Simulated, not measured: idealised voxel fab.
process module | voxel ribs on slabs
cross-section cut | 140 nm wide | cells 5 nm
A cross-section is a grid of square cells, given in bands from the top down. A band is one or more rows of cells.
Each band's line starts with the height of the band's top and of its bottom, in nm. Then come its materials from left to right, each with its width in nm. One material with "throughout" fills the band from edge to edge. "air" is empty space.
Height 0 is the level under which the wafer as received is all one material. The lowest band goes on downwards, as in "0 down".
A width such as "30 to 40" changes by the same amount from each row of cells to the next, from the band's top row to its bottom row.
"no change" after a step means that no cell of the cross-section changed.
closed voids: empty space of 8 cells or more with no open way to the top, each as width x height at its distance from the left edge, in nm
after a step's settings: what the simulator itself notes on the step
overlay nm, on a step with a mask: how far to the right of its planned place the mask lay; to the left if negative
plan
1 op RECEIVE | material Si
2 op DIRECTIONAL_DEP | material SiO2 | thk nm 20
3 op DIRECTIONAL_DEP | material polySi | thk nm 15
4 op MASKED_ETCH | tone cover | mask id RIB | width nm 15 | etch materials polySi | depth nm 10 | overlay nm 0
5 op MASKED_ETCH | tone cover | mask id SLAB | width nm 45 | etch materials polySi | depth nm 5 | overlay nm 0
6 op FILL_DEP | material SiO2 | thk nm 20
7 op CMP | height nm 50
8 op DIRECTIONAL_DEP | material W | thk nm 5
9 op DIRECTIONAL_DEP | material aC | thk nm 10
10 op PATTERN | tone cover | mask id HEATER | material resist | width nm 25 | thk nm 30 | overlay nm 0
11 op DIRECTIONAL_ETCH | etch materials aC | depth nm 10
12 op STRIP | etch materials resist
13 op DIRECTIONAL_ETCH | etch materials W | depth nm 5
14 op STRIP | etch materials aC
15 op CONFORMAL_DEP | material SiN | thk nm 5
varied across the wafers: width nm of step 4. The plan shows the first wafer's value. All wafers start alike
first wafer as received, after step 1
  0 down: Si throughout
  closed voids: none
each wafer at the end: cells of each material gained (+) or lost (-) since it was received, then its closed voids
width nm 15 | +30 SiN | +265 SiO2 | +5 W | +15 polySi | closed voids: none
width nm 20 | +30 SiN | +263 SiO2 | +5 W | +17 polySi | closed voids: none
width nm 25 | +30 SiN | +261 SiO2 | +5 W | +19 polySi | closed voids: none
width nm 30 | +30 SiN | +259 SiO2 | +5 W | +21 polySi | closed voids: none
